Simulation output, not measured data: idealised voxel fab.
Process module heading - voxel wiring stack
Cross-section cut spans 180 nm and uses square cells 5 nm in size.
Cross-section layout: square cells on a grid; listed as bands, top to bottom; a band spans one or more cell rows.
Top, bottom (nm), then materials left to right with widths (nm); lone material tagged "full width" fills the whole band edge to edge; "air" = empty space.
Measure heights from 0. That's the level where, below it, the as-received wafer is all one material. The lowest band is bottomless and extends downward; write it as in "from 0 down".
Graded width ("30->40"): value in top row of band = first number; value in bottom row = second number; row-to-row change constant.
For the purposes of this document, the phrase "nothing different" attached to a step denotes that no cell within the cross-section was modified by that step.
"Completely sealed voids" enumerates empty spaces isolated from the top, with no open way to it, that contain at least 8 cells, giving each as width x height at distance from the left edge, all three in nm.
Formally, on a step line, whatever follows the settings is a remark that the simulator itself makes on the step.
Each step line may optionally specify "overlay nm", which for a step with a mask gives the rightward distance between the mask's planned place and where it lay, a negative value indicating the leftward direction.

These are the steps we planned for the process:
step 1: RECEIVE, material Si
step 2: CONFORMAL_DEP, material SiO2, thk nm 10
step 3: DIRECTIONAL_DEP, material TiN, thk nm 5
step 4: DIRECTIONAL_DEP, material W, thk nm 20
step 5: MASKED_ETCH, tone cover, mask id METAL_1, width nm 25, pitch nm 45, etch materials W, depth nm 20, overlay nm 0
step 6: MASKED_ETCH, tone cover, mask id METAL_1, width nm 25, pitch nm 45, etch materials TiN, depth nm 5, overlay nm 0
step 7: FILL_DEP, material SiO2, thk nm 5
step 8: CMP, height nm 35
step 9: CONFORMAL_DEP, material SiCN, thk nm 5
step 10: DIRECTIONAL_DEP, material lowk, thk nm 25
step 11: DIRECTIONAL_DEP, material aC, thk nm 15
step 12: PATTERN, tone open, mask id METAL_2_HOLES, material resist, width nm 15, pitch nm 45, thk nm 30, overlay nm 0
step 13: DIRECTIONAL_ETCH, etch materials aC, depth nm 15
step 14: STRIP, etch materials resist
step 15: DIRECTIONAL_ETCH, etch materials lowk, depth nm 25
step 16: STRIP, etch materials aC
step 17: PATTERN, tone open, mask id METAL_2, material resist, width nm 25, pitch nm 45, thk nm 15, overlay nm 0
step 18: DIRECTIONAL_ETCH, etch materials lowk, depth nm 15
step 19: DIRECTIONAL_ETCH, etch materials SiCN, depth nm 5
step 20: STRIP, etch materials resist
step 21: CONFORMAL_DEP, material TiN, thk nm 5
step 22: FILL_DEP, material Cu, thk nm 10
step 23: CMP, height nm 65
step 24: CONFORMAL_DEP, material SiCN, thk nm 5
step 25: DIRECTIONAL_DEP, material SiO2, thk nm 25
step 26: MASKED_ETCH, tone open, mask id METAL_3_HOLES, width nm 15, pitch nm 45, etch materials SiO2, depth nm 25, overlay nm 0
step 27: DIRECTIONAL_DEP, material aC, thk nm 15
step 28: PATTERN, tone open, mask id METAL_3, material resist, width nm 25, pitch nm 45, thk nm 30, overlay nm 0
step 29: DIRECTIONAL_ETCH, etch materials aC, depth nm 15
step 30: STRIP, etch materials resist
step 31: DIRECTIONAL_ETCH, etch materials SiO2, depth nm 15
step 32: DIRECTIONAL_ETCH, etch materials SiCN, depth nm 5
step 33: STRIP, etch materials aC
step 34: CONFORMAL_DEP, material TiN, thk nm 5
step 35: FILL_DEP, material Cu, thk nm 5
step 36: CMP, height nm 95
step 37: CONFORMAL_DEP, material SiCN, thk nm 5

First out of two wafers; run went to plan:

Cross-sectional view of the wafer in its as-received condition, corresponding to the state after step 1:
    from 0 down  Si full width
    Completely sealed voids: none

Wafer xsec, post step 2:
    from 10 to 0  SiO2 full width
    All layers under 0 are left as they were.

Wafer xsec, post step 3:
    from 15 to 10  TiN full width
    All layers under 10 are left as they were.

Wafer xsec, post step 4:
    from 35 to 15  W full width
    All layers under 15 are left as they were.

Wafer xsec, post step 5:
    from 35 to 15  55 nm air, 25 nm W, 20 nm air, 25 nm W, 55 nm air
    All layers under 15 are left as they were.

Wafer xsec, post step 6:
    from 35 to 15  55 nm air, 25 nm W, 20 nm air, 25 nm W, 55 nm air
    from 15 to 10  55 nm air, 25 nm TiN, 20 nm air, 25 nm TiN, 55 nm air
    All layers under 10 are left as they were.

Wafer xsec, post step 7:
    from 40 to 35  SiO2 full width
    from 35 to 15  55 nm SiO2, 25 nm W, 20 nm SiO2, 25 nm W, 55 nm SiO2
    from 15 to 10  55 nm SiO2, 25 nm TiN, 20 nm SiO2, 25 nm TiN, 55 nm SiO2
    All layers under 10 are left as they were.

Wafer xsec, post step 8:
    from 35 to 15  55 nm SiO2, 25 nm W, 20 nm SiO2, 25 nm W, 55 nm SiO2
    All layers under 15 are left as they were.

Wafer xsec, post step 9:
    from 40 to 35  SiCN full width
    All layers under 35 are left as they were.

Wafer xsec, post step 10:
    from 65 to 40  lowk full width
    All layers under 40 are left as they were.

Wafer xsec, post step 11:
    from 80 to 65  aC full width
    All layers under 65 are left as they were.

Wafer xsec, post step 12:
    from 110 to 80  55 nm resist, 15 nm air, 30 nm resist, 15 nm air, 65 nm resist
    All layers under 80 are left as they were.

Wafer xsec, post step 13:
    from 95 to 80  55 nm resist, 15 nm air, 30 nm resist, 15 nm air, 65 nm resist
    from 80 to 65  55 nm aC, 15 nm air, 30 nm aC, 15 nm air, 65 nm aC
    All layers under 65 are left as they were.

Wafer xsec, post step 14:
    from 80 to 65  55 nm aC, 15 nm air, 30 nm aC, 15 nm air, 65 nm aC
    All layers under 65 are left as they were.

Wafer xsec, post step 15:
    from 80 to 65  55 nm aC, 15 nm air, 30 nm aC, 15 nm air, 65 nm aC
    from 65 to 40  55 nm lowk, 15 nm air, 30 nm lowk, 15 nm air, 65 nm lowk
    All layers under 40 are left as they were.

Wafer xsec, post step 16:
    from 65 to 40  55 nm lowk, 15 nm air, 30 nm lowk, 15 nm air, 65 nm lowk
    All layers under 40 are left as they were.

Wafer xsec, post step 17:
    from 80 to 65  55 nm resist, 25 nm air, 20 nm resist, 25 nm air, 55 nm resist
    All layers under 65 are left as they were.

Wafer xsec, post step 18:
    from 80 to 65  55 nm resist, 25 nm air, 20 nm resist, 25 nm air, 55 nm resist
    from 65 to 50  55 nm lowk, 25 nm air, 20 nm lowk, 25 nm air, 55 nm lowk
    All layers under 50 are left as they were.

Wafer xsec, post step 19:
    from 80 to 65  55 nm resist, 25 nm air, 20 nm resist, 25 nm air, 55 nm resist
    from 65 to 50  55 nm lowk, 25 nm air, 20 nm lowk, 25 nm air, 55 nm lowk
    from 50 to 40  55 nm lowk, 15 nm air, 30 nm lowk, 15 nm air, 65 nm lowk
    from 40 to 35  55 nm SiCN, 15 nm air, 30 nm SiCN, 15 nm air, 65 nm SiCN
    All layers under 35 are left as they were.

Wafer xsec, post step 20:
    from 65 to 50  55 nm lowk, 25 nm air, 20 nm lowk, 25 nm air, 55 nm lowk
    All layers under 50 are left as they were.

Wafer xsec, post step 21:
    from 70 to 65  60 nm TiN, 15 nm air, 30 nm TiN, 15 nm air, 60 nm TiN
    from 65 to 55  55 nm lowk, 5 nm TiN, 15 nm air, 5 nm TiN, 20 nm lowk, 5 nm TiN, 15 nm air, 5 nm TiN, 55 nm lowk
    from 55 to 50  55 nm lowk, 5 nm TiN, 5 nm air, 15 nm TiN, 20 nm lowk, 5 nm TiN, 5 nm air, 15 nm TiN, 55 nm lowk
    from 50 to 40  55 nm lowk, 5 nm TiN, 5 nm air, 5 nm TiN, 30 nm lowk, 5 nm TiN, 5 nm air, 5 nm TiN, 65 nm lowk
    from 40 to 35  55 nm SiCN, 15 nm TiN, 30 nm SiCN, 15 nm TiN, 65 nm SiCN
    All layers under 35 are left as they were.

Wafer xsec, post step 22:
    from 80 to 70  Cu full width
    from 70 to 65  60 nm TiN, 15 nm Cu, 30 nm TiN, 15 nm Cu, 60 nm TiN
    from 65 to 55  55 nm lowk, 5 nm TiN, 15 nm Cu, 5 nm TiN, 20 nm lowk, 5 nm TiN, 15 nm Cu, 5 nm TiN, 55 nm lowk
    from 55 to 50  55 nm lowk, 5 nm TiN, 5 nm Cu, 15 nm TiN, 20 nm lowk, 5 nm TiN, 5 nm Cu, 15 nm TiN, 55 nm lowk
    from 50 to 40  55 nm lowk, 5 nm TiN, 5 nm Cu, 5 nm TiN, 30 nm lowk, 5 nm TiN, 5 nm Cu, 5 nm TiN, 65 nm lowk
    All layers under 40 are left as they were.

Wafer xsec, post step 23:
    from 65 to 55  55 nm lowk, 5 nm TiN, 15 nm Cu, 5 nm TiN, 20 nm lowk, 5 nm TiN, 15 nm Cu, 5 nm TiN, 55 nm lowk
    All layers under 55 are left as they were.

Wafer xsec, post step 24:
    from 70 to 65  SiCN full width
    All layers under 65 are left as they were.

Wafer xsec, post step 25:
    from 95 to 70  SiO2 full width
    All layers under 70 are left as they were.

Wafer xsec, post step 26:
    from 95 to 70  55 nm SiO2, 15 nm air, 30 nm SiO2, 15 nm air, 65 nm SiO2
    All layers under 70 are left as they were.

Wafer xsec, post step 27:
    from 110 to 95  55 nm aC, 15 nm air, 30 nm aC, 15 nm air, 65 nm aC
    from 95 to 85  55 nm SiO2, 15 nm air, 30 nm SiO2, 15 nm air, 65 nm SiO2
    from 85 to 70  55 nm SiO2, 15 nm aC, 30 nm SiO2, 15 nm aC, 65 nm SiO2
    All layers under 70 are left as they were.

Wafer xsec, post step 28:
    from 140 to 110  55 nm resist, 25 nm air, 20 nm resist, 25 nm air, 55 nm resist
    All layers under 110 are left as they were.

Wafer xsec, post step 29:
    from 125 to 110  55 nm resist, 25 nm air, 20 nm resist, 25 nm air, 55 nm resist
    from 110 to 95  55 nm aC, 25 nm air, 20 nm aC, 25 nm air, 55 nm aC
    from 95 to 70  55 nm SiO2, 15 nm air, 30 nm SiO2, 15 nm air, 65 nm SiO2
    All layers under 70 are left as they were.

Wafer xsec, post step 30:
    from 110 to 95  55 nm aC, 25 nm air, 20 nm aC, 25 nm air, 55 nm aC
    All layers under 95 are left as they were.

Wafer xsec, post step 31:
    from 110 to 95  55 nm aC, 25 nm air, 20 nm aC, 25 nm air, 55 nm aC
    from 95 to 80  55 nm SiO2, 25 nm air, 20 nm SiO2, 25 nm air, 55 nm SiO2
    All layers under 80 are left as they were.

Wafer xsec, post step 32:
    from 110 to 95  55 nm aC, 25 nm air, 20 nm aC, 25 nm air, 55 nm aC
    from 95 to 80  55 nm SiO2, 25 nm air, 20 nm SiO2, 25 nm air, 55 nm SiO2
    from 80 to 70  55 nm SiO2, 15 nm air, 30 nm SiO2, 15 nm air, 65 nm SiO2
    from 70 to 65  55 nm SiCN, 15 nm air, 30 nm SiCN, 15 nm air, 65 nm SiCN
    All layers under 65 are left as they were.

Wafer xsec, post step 33:
    from 95 to 80  55 nm SiO2, 25 nm air, 20 nm SiO2, 25 nm air, 55 nm SiO2
    All layers under 80 are left as they were.

Wafer xsec, post step 34:
    from 100 to 95  60 nm TiN, 15 nm air, 30 nm TiN, 15 nm air, 60 nm TiN
    from 95 to 85  55 nm SiO2, 5 nm TiN, 15 nm air, 5 nm TiN, 20 nm SiO2, 5 nm TiN, 15 nm air, 5 nm TiN, 55 nm SiO2
    from 85 to 80  55 nm SiO2, 5 nm TiN, 5 nm air, 15 nm TiN, 20 nm SiO2, 5 nm TiN, 5 nm air, 15 nm TiN, 55 nm SiO2
    from 80 to 70  55 nm SiO2, 5 nm TiN, 5 nm air, 5 nm TiN, 30 nm SiO2, 5 nm TiN, 5 nm air, 5 nm TiN, 65 nm SiO2
    from 70 to 65  55 nm SiCN, 15 nm TiN, 30 nm SiCN, 15 nm TiN, 65 nm SiCN
    All layers under 65 are left as they were.

Wafer xsec, post step 35:
    from 105 to 100  Cu full width
    from 100 to 95  60 nm TiN, 15 nm Cu, 30 nm TiN, 15 nm Cu, 60 nm TiN
    from 95 to 85  55 nm SiO2, 5 nm TiN, 15 nm Cu, 5 nm TiN, 20 nm SiO2, 5 nm TiN, 15 nm Cu, 5 nm TiN, 55 nm SiO2
    from 85 to 80  55 nm SiO2, 5 nm TiN, 5 nm Cu, 15 nm TiN, 20 nm SiO2, 5 nm TiN, 5 nm Cu, 15 nm TiN, 55 nm SiO2
    from 80 to 70  55 nm SiO2, 5 nm TiN, 5 nm Cu, 5 nm TiN, 30 nm SiO2, 5 nm TiN, 5 nm Cu, 5 nm TiN, 65 nm SiO2
    All layers under 70 are left as they were.

Wafer xsec, post step 36:
    from 95 to 85  55 nm SiO2, 5 nm TiN, 15 nm Cu, 5 nm TiN, 20 nm SiO2, 5 nm TiN, 15 nm Cu, 5 nm TiN, 55 nm SiO2
    All layers under 85 are left as they were.

Wafer xsec, post step 37:
    from 100 to 95  SiCN full width
    All layers under 95 are left as they were.

The second wafer was prepared from the same starting point and under the same plan as the first; its processing contained one mistake, and it remains indistinguishable from the first wafer up to and including step 4:

Cross-sectional view of the second wafer at the intended end time of process step 5:
    from 35 to 15  55 nm W, 25 nm air, 20 nm W, 25 nm air, 55 nm W
    All layers under 15 are left as they were.

Cross-sectional view of the second wafer at the intended end time of process step 6: nothing different

Cross-sectional view of the second wafer at the intended end time of process step 7:
    from 40 to 35  SiO2 full width
    from 35 to 15  55 nm W, 25 nm SiO2, 20 nm W, 25 nm SiO2, 55 nm W
    All layers under 15 are left as they were.

Cross-sectional view of the second wafer at the intended end time of process step 8:
    from 35 to 15  55 nm W, 25 nm SiO2, 20 nm W, 25 nm SiO2, 55 nm W
    All layers under 15 are left as they were.

Cross-sectional view of the second wafer at the intended end time of process step 9:
    from 40 to 35  SiCN full width
    All layers under 35 are left as they were.

Cross-sectional view of the second wafer at the intended end time of process step 10:
    from 65 to 40  lowk full width
    All layers under 40 are left as they were.

Cross-sectional view of the second wafer at the intended end time of process step 11:
    from 80 to 65  aC full width
    All layers under 65 are left as they were.

Cross-sectional view of the second wafer at the intended end time of process step 12:
    from 110 to 80  55 nm resist, 15 nm air, 30 nm resist, 15 nm air, 65 nm resist
    All layers under 80 are left as they were.

Cross-sectional view of the second wafer at the intended end time of process step 13:
    from 95 to 80  55 nm resist, 15 nm air, 30 nm resist, 15 nm air, 65 nm resist
    from 80 to 65  55 nm aC, 15 nm air, 30 nm aC, 15 nm air, 65 nm aC
    All layers under 65 are left as they were.

Cross-sectional view of the second wafer at the intended end time of process step 14:
    from 80 to 65  55 nm aC, 15 nm air, 30 nm aC, 15 nm air, 65 nm aC
    All layers under 65 are left as they were.

Cross-sectional view of the second wafer at the intended end time of process step 15:
    from 80 to 65  55 nm aC, 15 nm air, 30 nm aC, 15 nm air, 65 nm aC
    from 65 to 40  55 nm lowk, 15 nm air, 30 nm lowk, 15 nm air, 65 nm lowk
    All layers under 40 are left as they were.

Cross-sectional view of the second wafer at the intended end time of process step 16:
    from 65 to 40  55 nm lowk, 15 nm air, 30 nm lowk, 15 nm air, 65 nm lowk
    All layers under 40 are left as they were.

Cross-sectional view of the second wafer at the intended end time of process step 17:
    from 80 to 65  55 nm resist, 25 nm air, 20 nm resist, 25 nm air, 55 nm resist
    All layers under 65 are left as they were.

Cross-sectional view of the second wafer at the intended end time of process step 18:
    from 80 to 65  55 nm resist, 25 nm air, 20 nm resist, 25 nm air, 55 nm resist
    from 65 to 50  55 nm lowk, 25 nm air, 20 nm lowk, 25 nm air, 55 nm lowk
    All layers under 50 are left as they were.

Cross-sectional view of the second wafer at the intended end time of process step 19:
    from 80 to 65  55 nm resist, 25 nm air, 20 nm resist, 25 nm air, 55 nm resist
    from 65 to 50  55 nm lowk, 25 nm air, 20 nm lowk, 25 nm air, 55 nm lowk
    from 50 to 40  55 nm lowk, 15 nm air, 30 nm lowk, 15 nm air, 65 nm lowk
    from 40 to 35  55 nm SiCN, 15 nm air, 30 nm SiCN, 15 nm air, 65 nm SiCN
    All layers under 35 are left as they were.

Cross-sectional view of the second wafer at the intended end time of process step 20:
    from 65 to 50  55 nm lowk, 25 nm air, 20 nm lowk, 25 nm air, 55 nm lowk
    All layers under 50 are left as they were.

Cross-sectional view of the second wafer at the intended end time of process step 21:
    from 70 to 65  60 nm TiN, 15 nm air, 30 nm TiN, 15 nm air, 60 nm TiN
    from 65 to 55  55 nm lowk, 5 nm TiN, 15 nm air, 5 nm TiN, 20 nm lowk, 5 nm TiN, 15 nm air, 5 nm TiN, 55 nm lowk
    from 55 to 50  55 nm lowk, 5 nm TiN, 5 nm air, 15 nm TiN, 20 nm lowk, 5 nm TiN, 5 nm air, 15 nm TiN, 55 nm lowk
    from 50 to 40  55 nm lowk, 5 nm TiN, 5 nm air, 5 nm TiN, 30 nm lowk, 5 nm TiN, 5 nm air, 5 nm TiN, 65 nm lowk
    from 40 to 35  55 nm SiCN, 15 nm TiN, 30 nm SiCN, 15 nm TiN, 65 nm SiCN
    All layers under 35 are left as they were.

Cross-sectional view of the second wafer at the intended end time of process step 22:
    from 80 to 70  Cu full width
    from 70 to 65  60 nm TiN, 15 nm Cu, 30 nm TiN, 15 nm Cu, 60 nm TiN
    from 65 to 55  55 nm lowk, 5 nm TiN, 15 nm Cu, 5 nm TiN, 20 nm lowk, 5 nm TiN, 15 nm Cu, 5 nm TiN, 55 nm lowk
    from 55 to 50  55 nm lowk, 5 nm TiN, 5 nm Cu, 15 nm TiN, 20 nm lowk, 5 nm TiN, 5 nm Cu, 15 nm TiN, 55 nm lowk
    from 50 to 40  55 nm lowk, 5 nm TiN, 5 nm Cu, 5 nm TiN, 30 nm lowk, 5 nm TiN, 5 nm Cu, 5 nm TiN, 65 nm lowk
    All layers under 40 are left as they were.

Cross-sectional view of the second wafer at the intended end time of process step 23:
    from 65 to 55  55 nm lowk, 5 nm TiN, 15 nm Cu, 5 nm TiN, 20 nm lowk, 5 nm TiN, 15 nm Cu, 5 nm TiN, 55 nm lowk
    All layers under 55 are left as they were.

Cross-sectional view of the second wafer at the intended end time of process step 24:
    from 70 to 65  SiCN full width
    All layers under 65 are left as they were.

Cross-sectional view of the second wafer at the intended end time of process step 25:
    from 95 to 70  SiO2 full width
    All layers under 70 are left as they were.

Cross-sectional view of the second wafer at the intended end time of process step 26:
    from 95 to 70  55 nm SiO2, 15 nm air, 30 nm SiO2, 15 nm air, 65 nm SiO2
    All layers under 70 are left as they were.

Cross-sectional view of the second wafer at the intended end time of process step 27:
    from 110 to 95  55 nm aC, 15 nm air, 30 nm aC, 15 nm air, 65 nm aC
    from 95 to 85  55 nm SiO2, 15 nm air, 30 nm SiO2, 15 nm air, 65 nm SiO2
    from 85 to 70  55 nm SiO2, 15 nm aC, 30 nm SiO2, 15 nm aC, 65 nm SiO2
    All layers under 70 are left as they were.

Cross-sectional view of the second wafer at the intended end time of process step 28:
    from 140 to 110  55 nm resist, 25 nm air, 20 nm resist, 25 nm air, 55 nm resist
    All layers under 110 are left as they were.

Cross-sectional view of the second wafer at the intended end time of process step 29:
    from 125 to 110  55 nm resist, 25 nm air, 20 nm resist, 25 nm air, 55 nm resist
    from 110 to 95  55 nm aC, 25 nm air, 20 nm aC, 25 nm air, 55 nm aC
    from 95 to 70  55 nm SiO2, 15 nm air, 30 nm SiO2, 15 nm air, 65 nm SiO2
    All layers under 70 are left as they were.

Cross-sectional view of the second wafer at the intended end time of process step 30:
    from 110 to 95  55 nm aC, 25 nm air, 20 nm aC, 25 nm air, 55 nm aC
    All layers under 95 are left as they were.

Cross-sectional view of the second wafer at the intended end time of process step 31:
    from 110 to 95  55 nm aC, 25 nm air, 20 nm aC, 25 nm air, 55 nm aC
    from 95 to 80  55 nm SiO2, 25 nm air, 20 nm SiO2, 25 nm air, 55 nm SiO2
    All layers under 80 are left as they were.

Cross-sectional view of the second wafer at the intended end time of process step 32:
    from 110 to 95  55 nm aC, 25 nm air, 20 nm aC, 25 nm air, 55 nm aC
    from 95 to 80  55 nm SiO2, 25 nm air, 20 nm SiO2, 25 nm air, 55 nm SiO2
    from 80 to 70  55 nm SiO2, 15 nm air, 30 nm SiO2, 15 nm air, 65 nm SiO2
    from 70 to 65  55 nm SiCN, 15 nm air, 30 nm SiCN, 15 nm air, 65 nm SiCN
    All layers under 65 are left as they were.

Cross-sectional view of the second wafer at the intended end time of process step 33:
    from 95 to 80  55 nm SiO2, 25 nm air, 20 nm SiO2, 25 nm air, 55 nm SiO2
    All layers under 80 are left as they were.

Cross-sectional view of the second wafer at the intended end time of process step 34:
    from 100 to 95  60 nm TiN, 15 nm air, 30 nm TiN, 15 nm air, 60 nm TiN
    from 95 to 85  55 nm SiO2, 5 nm TiN, 15 nm air, 5 nm TiN, 20 nm SiO2, 5 nm TiN, 15 nm air, 5 nm TiN, 55 nm SiO2
    from 85 to 80  55 nm SiO2, 5 nm TiN, 5 nm air, 15 nm TiN, 20 nm SiO2, 5 nm TiN, 5 nm air, 15 nm TiN, 55 nm SiO2
    from 80 to 70  55 nm SiO2, 5 nm TiN, 5 nm air, 5 nm TiN, 30 nm SiO2, 5 nm TiN, 5 nm air, 5 nm TiN, 65 nm SiO2
    from 70 to 65  55 nm SiCN, 15 nm TiN, 30 nm SiCN, 15 nm TiN, 65 nm SiCN
    All layers under 65 are left as they were.

Cross-sectional view of the second wafer at the intended end time of process step 35:
    from 105 to 100  Cu full width
    from 100 to 95  60 nm TiN, 15 nm Cu, 30 nm TiN, 15 nm Cu, 60 nm TiN
    from 95 to 85  55 nm SiO2, 5 nm TiN, 15 nm Cu, 5 nm TiN, 20 nm SiO2, 5 nm TiN, 15 nm Cu, 5 nm TiN, 55 nm SiO2
    from 85 to 80  55 nm SiO2, 5 nm TiN, 5 nm Cu, 15 nm TiN, 20 nm SiO2, 5 nm TiN, 5 nm Cu, 15 nm TiN, 55 nm SiO2
    from 80 to 70  55 nm SiO2, 5 nm TiN, 5 nm Cu, 5 nm TiN, 30 nm SiO2, 5 nm TiN, 5 nm Cu, 5 nm TiN, 65 nm SiO2
    All layers under 70 are left as they were.

Cross-sectional view of the second wafer at the intended end time of process step 36:
    from 95 to 85  55 nm SiO2, 5 nm TiN, 15 nm Cu, 5 nm TiN, 20 nm SiO2, 5 nm TiN, 15 nm Cu, 5 nm TiN, 55 nm SiO2
    All layers under 85 are left as they were.

Cross-sectional view of the second wafer at the intended end time of process step 37:
    from 100 to 95  SiCN full width
    All layers under 95 are left as they were.
Which mistake was made when the wafer was run? step 5: run off-plan, actual operation and settings MASKED_ETCH, tone open, mask id METAL_1, width nm 25, pitch nm 45, etch materials W, depth nm 20, overlay nm 0
Heads up, by the end the second wafer has more or fewer cells of some materials compared to the first: SiO2: 90 fewer, TiN: 26 more, W: 64 more
